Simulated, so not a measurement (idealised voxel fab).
The name of this process module is voxel double patterning.
Section cut is 165 nm wide and gridded with 5 nm square cells.
A cross-section in this document is a grid of square cells, and it is written down as bands, the top band listed before the ones below it; a band is made up of one or more rows of cells. Top, bottom (nm), then materials left to right with widths (nm); lone material tagged "throughout" fills the whole band edge to edge; "empty" = empty space. Measure heights from 0. That's the level where, below it, the as-received wafer is all one material. The lowest band is bottomless and extends downward; write it as in "0 and below". A width given as "30 to 40" starts at the first number in the band's top row and ends at the second number in its bottom row, shifting by an equal amount at every step from row to row. Where the words "no modifications" appear for a step, the cross-section shows no cell changed by that step; every cell remained as before. Look at "Sealed void listing" for the closed voids: empty spaces with no open path to the top, sized 8 cells or up. Each is width x height at distance, distance from the left edge, all nm. Whatever follows a step's settings on its line is a remark the simulator itself makes about that step. If you see "overlay nm" on a step's line and that step has a mask, it's telling you how far right of where it was planned the mask ended up; a negative number means it went left instead.

Below is the list of planned process steps
1. RECEIVE with material Si
2. CONFORMAL_DEP with material SiO2, thk nm 5
3. DIRECTIONAL_DEP with material TiN, thk nm 10
4. DIRECTIONAL_DEP with material SiCN, thk nm 5
5. MASKED_ETCH with tone open, mask id FIRST, width nm 15, pitch nm 50, etch materials SiCN, depth nm 5, overlay nm 0
6. MASKED_ETCH with tone open, mask id SECOND, width nm 15, pitch nm 50, etch materials SiCN, depth nm 5, overlay nm -15
7. DIRECTIONAL_ETCH with etch materials TiN, depth nm 10
8. STRIP with etch materials SiCN
Heads up: all these wafers start the same, and what changes between them is the overlay nm in step 6. The value you see in the plan is just what the first wafer got.

Cross-sectional view of the first of several wafers in the as-received condition, corresponding to the state following step 1
* 0 and below | Si throughout
* Sealed void listing: none

Gained (+) or lost (-) cells of each material since receipt, then closed voids: one row per wafer, at the end of the module
overlay nm -15, +33 SiO2, +40 TiN, Sealed void listing: none
overlay nm -10, +33 SiO2, +36 TiN, Sealed void listing: none
overlay nm -5, +33 SiO2, +36 TiN, Sealed void listing: none
overlay nm 0, +33 SiO2, +36 TiN, Sealed void listing: none
overlay nm 5, +33 SiO2, +36 TiN, Sealed void listing: none
overlay nm 10, +33 SiO2, +36 TiN, Sealed void listing: none
overlay nm 15, +33 SiO2, +40 TiN, Sealed void listing: none
